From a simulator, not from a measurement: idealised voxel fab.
process module | voxel capacitor over wiring
cross-section cut | 295 nm wide | cells 5 nm
A cross-section is a grid of square cells, given in bands from the top down. A band is one or more rows of cells.
Each band's line starts with the height of the band's top and of its bottom, in nm. Then come its materials from left to right, each with its width in nm. One material with "throughout" fills the band from edge to edge. "air" is empty space.
Height 0 is the level under which the wafer as received is all one material. The lowest band goes on downwards, as in "0 down".
A width such as "30 to 40" changes by the same amount from each row of cells to the next, from the band's top row to its bottom row.
"no change" after a step means that no cell of the cross-section changed.
closed voids: empty space of 8 cells or more with no open way to the top, each as width x height at its distance from the left edge, in nm
after a step's settings: what the simulator itself notes on the step
overlay nm, on a step with a mask: how far to the right of its planned place the mask lay; to the left if negative
plan
1 op RECEIVE | material Si
2 op CONFORMAL_DEP | material SiO2 | thk nm 15
3 op DIRECTIONAL_DEP | material TiN | thk nm 5
4 op DIRECTIONAL_DEP | material W | thk nm 15
5 op PATTERN | tone cover | mask id METAL_1 | material resist | width nm 25 | pitch nm 95 | thk nm 15 | overlay nm 0
6 op DIRECTIONAL_ETCH | etch materials W | depth nm 15
7 op DIRECTIONAL_ETCH | etch materials TiN | depth nm 5
8 op STRIP | etch materials resist
9 op CONFORMAL_DEP | material SiCN | thk nm 5
10 op FILL_DEP | material SiO2 | thk nm 5
11 op CMP | height nm 35
12 op CONFORMAL_DEP | material SiCN | thk nm 5
13 op DIRECTIONAL_DEP | material lowk | thk nm 15
14 op MASKED_ETCH | tone open | mask id PLUG_1 | width nm 15 | etch materials lowk | depth nm 15 | overlay nm 0
15 op MASKED_ETCH | tone open | mask id PLUG_1 | width nm 15 | etch materials SiCN | depth nm 5 | overlay nm 0
16 op CONFORMAL_DEP | material TiN | thk nm 5
17 op FILL_DEP | material Ru | thk nm 5
18 op CMP | height nm 55
19 op DIRECTIONAL_DEP | material TiN | thk nm 5
20 op DIRECTIONAL_DEP | material Al2O3 | thk nm 5
21 op DIRECTIONAL_DEP | material TiN | thk nm 5
22 op DIRECTIONAL_DEP | material aC | thk nm 15
23 op PATTERN | tone cover | mask id UPPER_PLATE | material resist | width nm 75 | thk nm 35 | overlay nm 0
24 op DIRECTIONAL_ETCH | etch materials aC | depth nm 15
25 op STRIP | etch materials resist
26 op DIRECTIONAL_ETCH | etch materials TiN | depth nm 5
27 op DIRECTIONAL_ETCH | etch materials Al2O3 | depth nm 5
28 op STRIP | etch materials aC
29 op DIRECTIONAL_DEP | material aC | thk nm 10
30 op PATTERN | tone cover | mask id LOWER_PLATE | material resist | width nm 85 | thk nm 25 | overlay nm 0
31 op DIRECTIONAL_ETCH | etch materials aC | depth nm 10
32 op STRIP | etch materials resist
33 op DIRECTIONAL_ETCH | etch materials TiN | depth nm 5
34 op STRIP | etch materials aC
35 op FILL_DEP | material SiO2 | thk nm 20
36 op CMP | height nm 85
37 op PATTERN | tone open | mask id PLUG_2 | material resist | width nm 15 | thk nm 20 | overlay nm 0
38 op DIRECTIONAL_ETCH | etch materials SiO2 | depth nm 15
39 op STRIP | etch materials resist
40 op CONFORMAL_DEP | material TiN | thk nm 5
41 op FILL_DEP | material W | thk nm 5
42 op CMP | height nm 85
43 op CONFORMAL_DEP | material SiN | thk nm 5
as received, after step 1
  0 down: Si throughout
  closed voids: none
first wafer at the end, as planned
  90 to 85: SiN throughout
  85 to 75: SiO2 105 | TiN 5 | W 5 | TiN 5 | SiO2 175
  75 to 65: SiO2 105 to 95 | TiN 15 to 75 | SiO2 175 to 125
  65 to 60: SiO2 95 | Al2O3 75 | SiO2 125
  60 to 55: SiO2 90 | TiN 85 | SiO2 120
  55 to 40: lowk 95 | TiN 5 | Ru 5 | TiN 5 | lowk 185
  40 to 35: SiCN 95 | TiN 15 | SiCN 185
  35 to 20: SiO2 80 | SiCN 5 | W 25 | SiCN 5 | SiO2 60 | SiCN 5 | W 25 | SiCN 5 | SiO2 85
  20 to 15: SiCN 85 | TiN 25 | SiCN 70 | TiN 25 | SiCN 90
  15 to 0: SiO2 throughout
  0 down: Si throughout
  closed voids: none
second wafer at the end: like start, like plan, one mistake
  90 to 85: SiN throughout
  85 to 75: SiO2 105 | TiN 5 | W 5 | TiN 5 | SiO2 175
  75 to 65: SiO2 105 | TiN 15 to 70 | SiO2 175 to 120
  65 to 60: SiO2 105 | Al2O3 75 | SiO2 115
  60 to 55: SiO2 90 | TiN 90 | SiO2 115
  55 to 40: lowk 95 | TiN 5 | Ru 5 | TiN 5 | lowk 185
  40 to 35: SiCN 95 | TiN 15 | SiCN 185
  35 to 20: SiO2 80 | SiCN 5 | W 25 | SiCN 5 | SiO2 60 | SiCN 5 | W 25 | SiCN 5 | SiO2 85
  20 to 15: SiCN 85 | TiN 25 | SiCN 70 | TiN 25 | SiCN 90
  15 to 0: SiO2 throughout
  0 down: Si throughout
  closed voids: none
what went wrong: step 23 ran as: op PATTERN | tone cover | mask id UPPER_PLATE | material resist | width nm 75 | thk nm 35 | overlay nm 10
at the end the second wafer has, in cells: as many of each material as the first, in other places
